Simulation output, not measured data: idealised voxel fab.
process module | voxel capacitor over wiring
It is cross-section cut that appears here, measuring 150 nm in width, its square cells being 5 nm in size.
Cross-section spec: square-cell grid; bands listed top down; each band is one or more rows.
This entry defines a band. It first specifies the height of the band's top and the height of its bottom in nm, and then specifies the band's materials from left to right, stating each material with its width in nm. The word "edge to edge" identifies a single material that fills the band from edge to edge, while the word "air" identifies empty space.
Below 0: as-received wafer, all one material; heights counted from there. Lowest band: no bottom, goes on down, written "z 0 and below".
It should be noted that a width expressed as "30 to 40" varies in equal increments from row to row of cells within the band, taking the value of the first number at the top row and that of the second number at the bottom row.
Take "remained the same" at face value: in the step it is given for, the cross-section changed in none of its cells.
"Tabulated closed voids" lists enclosed empty spaces (at least 8 cells, no open path upward to the top), each as width x height at distance from the left edge, in nm.
On a step's line, text after the settings is the simulator commenting on that step.
Each step line may optionally specify "overlay nm", which for a step with a mask gives the rightward distance between the mask's planned place and where it lay, a negative value indicating the leftward direction.

## Intended process steps
step 1: RECEIVE, material Si
step 2: CONFORMAL_DEP, material SiO2, thk nm 15
step 3: CONFORMAL_DEP, material SiCN, thk nm 5
step 4: DIRECTIONAL_DEP, material lowk, thk nm 20
step 5: DIRECTIONAL_DEP, material aC, thk nm 15
step 6: PATTERN, tone open, mask id METAL_1, material resist, width nm 20, pitch nm 90, thk nm 35, overlay nm 0
step 7: DIRECTIONAL_ETCH, etch materials aC, depth nm 15
step 8: STRIP, etch materials resist
step 9: DIRECTIONAL_ETCH, etch materials lowk, depth nm 20
step 10: DIRECTIONAL_ETCH, etch materials SiCN, depth nm 5
step 11: STRIP, etch materials aC
step 12: CONFORMAL_DEP, material TiN, thk nm 5
step 13: FILL_DEP, material Cu, thk nm 10
step 14: CMP, height nm 40
step 15: CONFORMAL_DEP, material SiCN, thk nm 5
step 16: DIRECTIONAL_DEP, material SiO2, thk nm 10
step 17: DIRECTIONAL_DEP, material aC, thk nm 10
step 18: PATTERN, tone open, mask id PLUG_1, material resist, width nm 15, thk nm 25, overlay nm 0
step 19: DIRECTIONAL_ETCH, etch materials aC, depth nm 10
step 20: STRIP, etch materials resist
step 21: DIRECTIONAL_ETCH, etch materials SiO2, depth nm 10
step 22: DIRECTIONAL_ETCH, etch materials SiCN, depth nm 5
step 23: STRIP, etch materials aC
step 24: EPI, material Ru, thk nm 10
step 25: EPI, material Ru, thk nm 5
step 26: DIRECTIONAL_DEP, material TiN, thk nm 10
step 27: DIRECTIONAL_DEP, material SiN, thk nm 5
step 28: DIRECTIONAL_DEP, material TiN, thk nm 10
step 29: MASKED_ETCH, tone cover, mask id UPPER_PLATE, width nm 75, etch materials TiN, depth nm 10, overlay nm 0
step 30: MASKED_ETCH, tone cover, mask id UPPER_PLATE, width nm 75, etch materials SiN, depth nm 5, overlay nm 0
step 31: MASKED_ETCH, tone cover, mask id LOWER_PLATE, width nm 85, etch materials TiN, depth nm 10, overlay nm 0
step 32: FILL_DEP, material SiO2, thk nm 15
step 33: CMP, height nm 90
step 34: MASKED_ETCH, tone open, mask id PLUG_2, width nm 15, etch materials SiO2, depth nm 10, overlay nm 0
step 35: CONFORMAL_DEP, material TiN, thk nm 5
step 36: FILL_DEP, material Cu, thk nm 10
step 37: CMP, height nm 90
step 38: CONFORMAL_DEP, material SiCN, thk nm 5

## Run as planned: first of two wafers

## Wafer at receipt (post step 1), cross-section
    z 0 and below | Si edge to edge
    Tabulated closed voids: none

## The following cross-section depicts the wafer upon completion of step 2
    z 15 to 0 | SiO2 edge to edge
    At heights below 0, the structure remains unaltered.

## The following cross-section depicts the wafer upon completion of step 3
    z 20 to 15 | SiCN edge to edge
    At heights below 15, the structure remains unaltered.

## The following cross-section depicts the wafer upon completion of step 4
    z 40 to 20 | lowk edge to edge
    At heights below 20, the structure remains unaltered.

## The following cross-section depicts the wafer upon completion of step 5
    z 55 to 40 | aC edge to edge
    At heights below 40, the structure remains unaltered.

## The following cross-section depicts the wafer upon completion of step 6
    z 90 to 55 | 20 nm resist, 20 nm air, 70 nm resist, 20 nm air, 20 nm resist
    At heights below 55, the structure remains unaltered.

## The following cross-section depicts the wafer upon completion of step 7
    z 75 to 55 | 20 nm resist, 20 nm air, 70 nm resist, 20 nm air, 20 nm resist
    z 55 to 40 | 20 nm aC, 20 nm air, 70 nm aC, 20 nm air, 20 nm aC
    At heights below 40, the structure remains unaltered.

## The following cross-section depicts the wafer upon completion of step 8
    z 55 to 40 | 20 nm aC, 20 nm air, 70 nm aC, 20 nm air, 20 nm aC
    At heights below 40, the structure remains unaltered.

## The following cross-section depicts the wafer upon completion of step 9
    z 55 to 40 | 20 nm aC, 20 nm air, 70 nm aC, 20 nm air, 20 nm aC
    z 40 to 20 | 20 nm lowk, 20 nm air, 70 nm lowk, 20 nm air, 20 nm lowk
    At heights below 20, the structure remains unaltered.

## The following cross-section depicts the wafer upon completion of step 10
    z 55 to 40 | 20 nm aC, 20 nm air, 70 nm aC, 20 nm air, 20 nm aC
    z 40 to 20 | 20 nm lowk, 20 nm air, 70 nm lowk, 20 nm air, 20 nm lowk
    z 20 to 15 | 20 nm SiCN, 20 nm air, 70 nm SiCN, 20 nm air, 20 nm SiCN
    At heights below 15, the structure remains unaltered.

## The following cross-section depicts the wafer upon completion of step 11
    z 40 to 20 | 20 nm lowk, 20 nm air, 70 nm lowk, 20 nm air, 20 nm lowk
    At heights below 20, the structure remains unaltered.

## The following cross-section depicts the wafer upon completion of step 12
    z 45 to 40 | 25 nm TiN, 10 nm air, 80 nm TiN, 10 nm air, 25 nm TiN
    z 40 to 20 | 20 nm lowk, 5 nm TiN, 10 nm air, 5 nm TiN, 70 nm lowk, 5 nm TiN, 10 nm air, 5 nm TiN, 20 nm lowk
    z 20 to 15 | 20 nm SiCN, 20 nm TiN, 70 nm SiCN, 20 nm TiN, 20 nm SiCN
    At heights below 15, the structure remains unaltered.

## The following cross-section depicts the wafer upon completion of step 13
    z 55 to 45 | Cu edge to edge
    z 45 to 40 | 25 nm TiN, 10 nm Cu, 80 nm TiN, 10 nm Cu, 25 nm TiN
    z 40 to 20 | 20 nm lowk, 5 nm TiN, 10 nm Cu, 5 nm TiN, 70 nm lowk, 5 nm TiN, 10 nm Cu, 5 nm TiN, 20 nm lowk
    At heights below 20, the structure remains unaltered.

## The following cross-section depicts the wafer upon completion of step 14
    z 40 to 20 | 20 nm lowk, 5 nm TiN, 10 nm Cu, 5 nm TiN, 70 nm lowk, 5 nm TiN, 10 nm Cu, 5 nm TiN, 20 nm lowk
    At heights below 20, the structure remains unaltered.

## The following cross-section depicts the wafer upon completion of step 15
    z 45 to 40 | SiCN edge to edge
    At heights below 40, the structure remains unaltered.

## The following cross-section depicts the wafer upon completion of step 16
    z 55 to 45 | SiO2 edge to edge
    At heights below 45, the structure remains unaltered.

## The following cross-section depicts the wafer upon completion of step 17
    z 65 to 55 | aC edge to edge
    At heights below 55, the structure remains unaltered.

## The following cross-section depicts the wafer upon completion of step 18
    z 90 to 65 | 25 nm resist, 15 nm air, 110 nm resist
    At heights below 65, the structure remains unaltered.

## The following cross-section depicts the wafer upon completion of step 19
    z 80 to 65 | 25 nm resist, 15 nm air, 110 nm resist
    z 65 to 55 | 25 nm aC, 15 nm air, 110 nm aC
    At heights below 55, the structure remains unaltered.

## The following cross-section depicts the wafer upon completion of step 20
    z 65 to 55 | 25 nm aC, 15 nm air, 110 nm aC
    At heights below 55, the structure remains unaltered.

## The following cross-section depicts the wafer upon completion of step 21
    z 65 to 55 | 25 nm aC, 15 nm air, 110 nm aC
    z 55 to 45 | 25 nm SiO2, 15 nm air, 110 nm SiO2
    At heights below 45, the structure remains unaltered.

## The following cross-section depicts the wafer upon completion of step 22
    z 65 to 55 | 25 nm aC, 15 nm air, 110 nm aC
    z 55 to 45 | 25 nm SiO2, 15 nm air, 110 nm SiO2
    z 45 to 40 | 25 nm SiCN, 15 nm air, 110 nm SiCN
    At heights below 40, the structure remains unaltered.

## The following cross-section depicts the wafer upon completion of step 23
    z 55 to 45 | 25 nm SiO2, 15 nm air, 110 nm SiO2
    At heights below 45, the structure remains unaltered.

## The following cross-section depicts the wafer upon completion of step 24
    z 55 to 50 | 25 nm SiO2, 15 nm air, 110 nm SiO2
    z 50 to 45 | 25 nm SiO2, 15 nm Ru, 110 nm SiO2
    z 45 to 40 | 25 nm SiCN, 15 nm Ru, 110 nm SiCN
    At heights below 40, the structure remains unaltered.

## The following cross-section depicts the wafer upon completion of step 25
    z 55 to 45 | 25 nm SiO2, 15 nm Ru, 110 nm SiO2
    At heights below 45, the structure remains unaltered.

## The following cross-section depicts the wafer upon completion of step 26
    z 65 to 55 | TiN edge to edge
    At heights below 55, the structure remains unaltered.

## The following cross-section depicts the wafer upon completion of step 27
    z 70 to 65 | SiN edge to edge
    At heights below 65, the structure remains unaltered.

## The following cross-section depicts the wafer upon completion of step 28
    z 80 to 70 | TiN edge to edge
    At heights below 70, the structure remains unaltered.

## The following cross-section depicts the wafer upon completion of step 29
    z 80 to 70 | 25 nm air, 75 nm TiN, 50 nm air
    At heights below 70, the structure remains unaltered.

## The following cross-section depicts the wafer upon completion of step 30
    z 80 to 70 | 25 nm air, 75 nm TiN, 50 nm air
    z 70 to 65 | 25 nm air, 75 nm SiN, 50 nm air
    At heights below 65, the structure remains unaltered.

## The following cross-section depicts the wafer upon completion of step 31
    z 80 to 70 | 25 nm air, 75 nm TiN, 50 nm air
    z 70 to 65 | 25 nm air, 75 nm SiN, 50 nm air
    z 65 to 55 | 20 nm air, 85 nm TiN, 45 nm air
    At heights below 55, the structure remains unaltered.

## The following cross-section depicts the wafer upon completion of step 32
    z 95 to 80 | SiO2 edge to edge
    z 80 to 70 | 25 nm SiO2, 75 nm TiN, 50 nm SiO2
    z 70 to 65 | 25 nm SiO2, 75 nm SiN, 50 nm SiO2
    z 65 to 55 | 20 nm SiO2, 85 nm TiN, 45 nm SiO2
    At heights below 55, the structure remains unaltered.

## The following cross-section depicts the wafer upon completion of step 33
    z 90 to 80 | SiO2 edge to edge
    At heights below 80, the structure remains unaltered.

## The following cross-section depicts the wafer upon completion of step 34
    z 90 to 80 | 35 nm SiO2, 15 nm air, 100 nm SiO2
    At heights below 80, the structure remains unaltered.

## The following cross-section depicts the wafer upon completion of step 35
    z 95 to 90 | 40 nm TiN, 5 nm air, 105 nm TiN
    z 90 to 85 | 35 nm SiO2, 5 nm TiN, 5 nm air, 5 nm TiN, 100 nm SiO2
    z 85 to 80 | 35 nm SiO2, 15 nm TiN, 100 nm SiO2
    At heights below 80, the structure remains unaltered.

## The following cross-section depicts the wafer upon completion of step 36
    z 105 to 95 | Cu edge to edge
    z 95 to 90 | 40 nm TiN, 5 nm Cu, 105 nm TiN
    z 90 to 85 | 35 nm SiO2, 5 nm TiN, 5 nm Cu, 5 nm TiN, 100 nm SiO2
    At heights below 85, the structure remains unaltered.

## The following cross-section depicts the wafer upon completion of step 37
    z 90 to 85 | 35 nm SiO2, 5 nm TiN, 5 nm Cu, 5 nm TiN, 100 nm SiO2
    At heights below 85, the structure remains unaltered.

## The following cross-section depicts the wafer upon completion of step 38
    z 95 to 90 | SiCN edge to edge
    At heights below 90, the structure remains unaltered.

## Okay, second wafer. Nothing different at the start, nothing different in the plan, just one mistake somewhere in the running. As far as step 33, counting that step, it's the first wafer all over again

## Second wafer at the planned finish of step 34, seen in cross-section
    z 90 to 80 | 35 nm air, 15 nm SiO2, 100 nm air
    At heights below 80, the structure remains unaltered.

## Second wafer at the planned finish of step 35, seen in cross-section
    z 95 to 90 | 30 nm air, 25 nm TiN, 95 nm air
    z 90 to 85 | 30 nm air, 5 nm TiN, 15 nm SiO2, 5 nm TiN, 95 nm air
    z 85 to 80 | 35 nm TiN, 15 nm SiO2, 100 nm TiN
    At heights below 80, the structure remains unaltered.

## Second wafer at the planned finish of step 36, seen in cross-section
    z 105 to 95 | Cu edge to edge
    z 95 to 90 | 30 nm Cu, 25 nm TiN, 95 nm Cu
    z 90 to 85 | 30 nm Cu, 5 nm TiN, 15 nm SiO2, 5 nm TiN, 95 nm Cu
    At heights below 85, the structure remains unaltered.

## Second wafer at the planned finish of step 37, seen in cross-section
    z 90 to 85 | 30 nm Cu, 5 nm TiN, 15 nm SiO2, 5 nm TiN, 95 nm Cu
    At heights below 85, the structure remains unaltered.

## Second wafer at the planned finish of step 38, seen in cross-section
    z 95 to 90 | SiCN edge to edge
    At heights below 90, the structure remains unaltered.
The plan and the run diverged here: step 34 was run on a setting that differed from the plan, and what really ran there is MASKED_ETCH, tone cover, mask id PLUG_2, width nm 15, etch materials SiO2, depth nm 10, overlay nm 0
Final tally in cells, some materials are higher or lower on the second wafer than on the first: +24 Cu, -48 SiO2, +24 TiN
